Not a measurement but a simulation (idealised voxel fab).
Name of the process module below: voxel self aligned contacts
Each square cell in cross-section cut measures 5 nm, and the section as a whole is 190 nm wide.
Cross-section = grid of square cells, listed top down in bands; band = one or more rows.
Within each band entry, the heights of the top and of the bottom of the band appear first, in that order and in nm; the materials of the band then follow from left to right, each with its corresponding width in nm. The designation "all across" on a single material indicates that it fills the band from edge to edge; the designation "blank" indicates empty space.
It should be noted that heights are counted from 0, beneath which the wafer as supplied is of one material throughout, and that the lowest band possesses no lower boundary but continues downward, as written in "0..down".
You'd read "30->40" like this: the band's top row of cells is as wide as the first number, its bottom row is as wide as the second, and going down, every row changes width by the same amount as the row before did.
"nothing different" -> step changed no cross-section cell.
Closed-off voids of 8+ cells (no open route to the top) go in "Enclosed void list", written width x height at distance from the left edge, in nm.
That trailing text on a step's line, after the settings, is the simulator's own remark on the step.
overlay nm: right-of-plan distance of the mask on a masked step; negative values mean left-of-plan.

### plan
1: RECEIVE [material Si]
2: OXIDIZE [depth nm 5]
3: DIRECTIONAL_DEP [material polySi] [thk nm 25]
4: DIRECTIONAL_DEP [material SiN] [thk nm 25]
5: PATTERN [tone cover] [mask id GATE] [material resist] [width nm 35] [pitch nm 80] [thk nm 20] [overlay nm 0]
6: DIRECTIONAL_ETCH [etch materials SiN] [depth nm 25]
7: DIRECTIONAL_ETCH [etch materials polySi] [depth nm 25]
8: STRIP [etch materials resist]
9: CONFORMAL_DEP [material SiN] [thk nm 10]
10: DIRECTIONAL_ETCH [etch materials SiN] [depth nm 10]
11: FILL_DEP [material SiO2] [thk nm 10]
12: CMP [height nm 55]
13: DIRECTIONAL_DEP [material aC] [thk nm 15]
14: PATTERN [tone open] [mask id CONTACT] [material resist] [width nm 55] [thk nm 35] [overlay nm -15]
15: DIRECTIONAL_ETCH [etch materials aC] [depth nm 15]
16: STRIP [etch materials resist]
17: DIRECTIONAL_ETCH [etch materials SiO2] [depth nm 60]
18: STRIP [etch materials aC]
19: CONFORMAL_DEP [material TiN] [thk nm 5]
20: FILL_DEP [material Ru] [thk nm 5]
21: CMP [height nm 55]
22: CONFORMAL_DEP [material SiN] [thk nm 5]
The overlay nm used in step 14 is not the same on every wafer, whereas the starting condition is; the value printed in the plan is the first wafer's.

### Received wafers, first of several: cross-section after step 1
    0..down | Si all across
    Enclosed void list: none

### The first of several wafers, seen in cross-section after the module's last step, step 22
    60..55 | SiN all across
    55..50 | SiO2: 50  TiN: 35  Ru: 15  TiN: 5  SiO2: 85
    50..25 | SiO2: 25  SiN: 55  TiN: 5  Ru: 15  TiN: 5  SiN: 55  SiO2: 30
    25..0 | SiO2: 25  SiN: 10  polySi: 35  SiN: 10  TiN: 5  Ru: 15  TiN: 5  SiN: 10  polySi: 35  SiN: 10  SiO2: 30
    0..-5 | SiO2: 80  TiN: 25  SiO2: 85
    -5..down | Si all across
    Enclosed void list: none

### Showing the last wafer in cross-section at the end of the module
    60..55 | SiN all across
    55..50 | SiO2: 80  TiN: 5  Ru: 15  TiN: 35  SiO2: 55
    50..25 | SiO2: 25  SiN: 55  TiN: 5  Ru: 15  TiN: 5  SiN: 55  SiO2: 30
    25..0 | SiO2: 25  SiN: 10  polySi: 35  SiN: 10  TiN: 5  Ru: 15  TiN: 5  SiN: 10  polySi: 35  SiN: 10  SiO2: 30
    0..-5 | SiO2: 80  TiN: 25  SiO2: 85
    -5..down | Si all across
    Enclosed void list: none

### Tabulated below, wafer by wafer, are the end-of-module results: for each material, the number of cells gained (+) or lost (-) relative to the as-received state, followed by the closed voids
overlay nm -15, +33 Ru, -38 Si, +188 SiN, +170 SiO2, +33 TiN, +70 polySi, Enclosed void list: none
overlay nm -10, +33 Ru, -38 Si, +188 SiN, +170 SiO2, +33 TiN, +70 polySi, Enclosed void list: none
overlay nm -5, +33 Ru, -38 Si, +188 SiN, +170 SiO2, +33 TiN, +70 polySi, Enclosed void list: none
overlay nm 0, +33 Ru, -38 Si, +188 SiN, +170 SiO2, +33 TiN, +70 polySi, Enclosed void list: none
overlay nm 5, +33 Ru, -38 Si, +188 SiN, +170 SiO2, +33 TiN, +70 polySi, Enclosed void list: none
overlay nm 10, +33 Ru, -38 Si, +188 SiN, +170 SiO2, +33 TiN, +70 polySi, Enclosed void list: none
overlay nm 15, +33 Ru, -38 Si, +188 SiN, +170 SiO2, +33 TiN, +70 polySi, Enclosed void list: none
